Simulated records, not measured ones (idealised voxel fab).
The following process module bears the name voxel quadruple lines.
We display cut, a cross-section 300 nm in width whose square cells are each 5 nm.
A cross-section in this document is a grid of square cells, and it is written down as bands, the top band listed before the ones below it; a band is made up of one or more rows of cells. For a band, the entry starts with two heights in nm, that of the top and then that of the bottom, and carries on with the band's materials in order from left to right, each alongside its width in nm; the word "everywhere" beside a single material means it fills the band edge to edge, and "empty" means empty space. Zero point of the height axis is 0; under it, received wafer = one material. Lowest band: continues down indefinitely, "top 0, no bottom". So if you see something like "30 to 40" for the width, read it as the top row of the band sitting at the first number and the bottom row at the second, with every row in between moving by the same amount as the last. No cell of the cross-section changed in a step that is given as "identical to before". The entry titled "Unvented voids" provides the empty spaces that have no open way to the top, restricted to those of 8 cells or more. Each is presented as width x height at distance, the distance being measured from the left edge, with all three in nm. Formally, on a step line, whatever follows the settings is a remark that the simulator itself makes on the step. On any step carrying a mask, the "overlay nm" setting, if present on the step's line, tells how far right of its planned place the mask lay; negative values point to the left.
Steps planned for the process
- 1: RECEIVE [material Si]
- 2: CONFORMAL_DEP [material Al2O3] [thk nm 5]
- 3: DIRECTIONAL_DEP [material W] [thk nm 10]
- 4: DIRECTIONAL_DEP [material polySi] [thk nm 15]
- 5: DIRECTIONAL_DEP [material aC] [thk nm 25]
- 6: PATTERN [tone cover] [mask id MANDREL] [material resist] [width nm 35] [thk nm 35] [overlay nm 0]
- 7: DIRECTIONAL_ETCH [etch materials aC] [depth nm 25]
- 8: STRIP [etch materials resist]
- 9: CONFORMAL_DEP [material SiO2] [thk nm 15]
- 10: DIRECTIONAL_ETCH [etch materials SiO2] [depth nm 15]
- 11: STRIP [etch materials aC]
- 12: DIRECTIONAL_ETCH [etch materials polySi] [depth nm 15]
- 13: STRIP [etch materials SiO2]
- 14: CONFORMAL_DEP [material SiN] [thk nm 10]
- 15: DIRECTIONAL_ETCH [etch materials SiN] [depth nm 10]
- 16: STRIP [etch materials polySi]
- 17: DIRECTIONAL_ETCH [etch materials W] [depth nm 10]
- 18: STRIP [etch materials SiN]
Wafer as received: cross-section following step 1
  top 0, no bottom: Si everywhere
  Unvented voids: none
End state of the module in cross-section, given the above starting point and plan and one mistake in execution
  top 10, bottom 0: empty 105 nm / W 10 nm / empty 15 nm / W 10 nm / empty 15 nm / W 10 nm / empty 15 nm / W 10 nm / empty 110 nm
  top 0, no bottom: Si everywhere
  Unvented voids: none
What was the processing mistake? not run: step 2 of the plan (skipped)
